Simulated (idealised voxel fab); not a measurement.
Presented below is a process module, voxel capacitor over wiring.
Section cut is 205 nm wide and gridded with 5 nm square cells.
Cross-section layout: square cells on a grid; listed as bands, top to bottom; a band spans one or more cell rows.
Band entry format. Leading values: height of top, height of bottom, nm. Remainder: materials in left-to-right order, each with its width in nm. Special words: "full width" on a single material, which then fills the band edge to edge; "empty", empty space.
Beneath 0, the wafer as received is one material, and that level is where height counting begins. The lowest band goes on downward without a bottom; it is written like "0 nm and below".
A width given as "30 to 40" starts at the first number in the band's top row and ends at the second number in its bottom row, shifting by an equal amount at every step from row to row.
A step reported as "no change occurred" is a step in which no cell of the cross-section changed.
Entry "Enclosed voids". Content: empty spaces with no open connection to the top, size 8 cells or greater. Each: width x height at distance. Distance: from left edge. Unit: nm.
Text after the settings on a step's line: the simulator's own remark on that step.
Steps that use a mask can have "overlay nm" on their line. It says how far the mask sat to the right of where it was meant to be. Negative means to the left.

-- Planned step list for the process
- 1: RECEIVE: material Si
- 2: CONFORMAL_DEP: material SiO2, thk nm 15
- 3: DIRECTIONAL_DEP: material TiN, thk nm 5
- 4: DIRECTIONAL_DEP: material Ru, thk nm 20
- 5: PATTERN: tone cover, mask id METAL_1, material resist, width nm 25, pitch nm 90, thk nm 20, overlay nm -15
- 6: DIRECTIONAL_ETCH: etch materials Ru, depth nm 20
- 7: DIRECTIONAL_ETCH: etch materials TiN, depth nm 5
- 8: STRIP: etch materials resist
- 9: CONFORMAL_DEP: material SiCN, thk nm 5
- 10: FILL_DEP: material lowk, thk nm 5
- 11: CMP: height nm 40
- 12: CONFORMAL_DEP: material SiCN, thk nm 5
- 13: DIRECTIONAL_DEP: material SiO2, thk nm 10
- 14: PATTERN: tone open, mask id PLUG_1, material resist, width nm 15, thk nm 20, overlay nm 0
- 15: DIRECTIONAL_ETCH: etch materials SiO2, depth nm 10
- 16: DIRECTIONAL_ETCH: etch materials SiCN, depth nm 5
- 17: STRIP: etch materials resist
- 18: EPI: material Ru, thk nm 10
- 19: EPI: material Ru, thk nm 5
- 20: DIRECTIONAL_DEP: material TiN, thk nm 10
- 21: DIRECTIONAL_DEP: material Al2O3, thk nm 5
- 22: DIRECTIONAL_DEP: material TiN, thk nm 10
- 23: PATTERN: tone cover, mask id UPPER_PLATE, material resist, width nm 70, thk nm 15, overlay nm 0
- 24: DIRECTIONAL_ETCH: etch materials TiN, depth nm 10
- 25: DIRECTIONAL_ETCH: etch materials Al2O3, depth nm 5
- 26: STRIP: etch materials resist
- 27: PATTERN: tone cover, mask id LOWER_PLATE, material resist, width nm 80, thk nm 20, overlay nm 0
- 28: DIRECTIONAL_ETCH: etch materials TiN, depth nm 10
- 29: STRIP: etch materials resist
- 30: FILL_DEP: material SiO2, thk nm 20
- 31: CMP: height nm 95
- 32: DIRECTIONAL_DEP: material aC, thk nm 15
- 33: PATTERN: tone open, mask id PLUG_2, material resist, width nm 15, thk nm 30, overlay nm 0
- 34: DIRECTIONAL_ETCH: etch materials aC, depth nm 15
- 35: STRIP: etch materials resist
- 36: DIRECTIONAL_ETCH: etch materials SiO2, depth nm 15
- 37: STRIP: etch materials aC
- 38: CONFORMAL_DEP: material TiN, thk nm 5
- 39: FILL_DEP: material W, thk nm 10
- 40: CMP: height nm 95
- 41: CONFORMAL_DEP: material SiCN, thk nm 5
Don't read the plan's overlay nm for step 5 as applying to every wafer: that's the first wafer's value, and the wafers differ in it, though they all start identical.

-- First wafer of several, as received: cross-section after step 1
    0 nm and below  Si full width
    Enclosed voids: none

-- Rows = wafers. At module end, each row lists per material the cells gained (+) or lost (-) since the wafer was received, then the closed voids
overlay nm -15; +14 Al2O3; +40 Ru; +126 SiCN; +453 SiO2; +77 TiN; +2 W; +108 lowk; Enclosed voids: none
overlay nm -10; +14 Al2O3; +49 Ru; +126 SiCN; +444 SiO2; +77 TiN; +2 W; +108 lowk; Enclosed voids: none
overlay nm -5; +14 Al2O3; +49 Ru; +126 SiCN; +444 SiO2; +77 TiN; +2 W; +108 lowk; Enclosed voids: none
overlay nm 0; +14 Al2O3; +49 Ru; +126 SiCN; +444 SiO2; +77 TiN; +2 W; +108 lowk; Enclosed voids: none
overlay nm 5; +14 Al2O3; +49 Ru; +126 SiCN; +444 SiO2; +77 TiN; +2 W; +108 lowk; Enclosed voids: none
overlay nm 10; +14 Al2O3; +49 Ru; +126 SiCN; +444 SiO2; +77 TiN; +2 W; +108 lowk; Enclosed voids: none
overlay nm 15; +14 Al2O3; +49 Ru; +126 SiCN; +444 SiO2; +77 TiN; +2 W; +108 lowk; Enclosed voids: none
